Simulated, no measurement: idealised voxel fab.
process module | voxel tone inversion
cross-section cut | 200 nm wide | cells 5 nm
A cross-section is a grid of square cells, given in bands from the top down. A band is one or more rows of cells.
Each band's line starts with the height of the band's top and of its bottom, in nm. Then come its materials from left to right, each with its width in nm. One material with "throughout" fills the band from edge to edge. "air" is empty space.
Height 0 is the level under which the wafer as received is all one material. The lowest band goes on downwards, as in "0 down".
A width such as "30 to 40" changes by the same amount from each row of cells to the next, from the band's top row to its bottom row.
"no change" after a step means that no cell of the cross-section changed.
closed voids: empty space of 8 cells or more with no open way to the top, each as width x height at its distance from the left edge, in nm
after a step's settings: what the simulator itself notes on the step
overlay nm, on a step with a mask: how far to the right of its planned place the mask lay; to the left if negative
plan
1 op RECEIVE | material Si
2 op CONFORMAL_DEP | material SiN | thk nm 10
3 op DIRECTIONAL_DEP | material polySi | thk nm 15
4 op PATTERN | tone cover | mask id POSTS | material resist | width nm 15 | pitch nm 35 | thk nm 25 | overlay nm 0
5 op DIRECTIONAL_ETCH | etch materials polySi | depth nm 15
6 op STRIP | etch materials resist
7 op FILL_DEP | material SiO2 | thk nm 10
8 op CMP | height nm 25
9 op STRIP | etch materials polySi
10 op CONFORMAL_DEP | material TiN | thk nm 5
11 op FILL_DEP | material Ru | thk nm 10
12 op CMP | height nm 25
13 op CONFORMAL_DEP | material SiN | thk nm 5
as received, after step 1
  0 down: Si throughout
  closed voids: none
a wafer at the end: this start, this plan, one mistake
  30 to 25: SiN throughout
  25 to 15: SiO2 55 | TiN 5 | Ru 10 | TiN 5 | SiO2 15 | TiN 5 | Ru 10 | TiN 5 | SiO2 15 | TiN 5 | Ru 10 | TiN 5 | SiO2 55
  15 to 10: SiO2 55 | TiN 20 | SiO2 15 | TiN 20 | SiO2 15 | TiN 20 | SiO2 55
  10 to 0: SiN throughout
  0 down: Si throughout
  closed voids: none
what went wrong: step 4 ran as: op PATTERN | tone cover | mask id POSTS | material resist | width nm 20 | pitch nm 35 | thk nm 25 | overlay nm 0
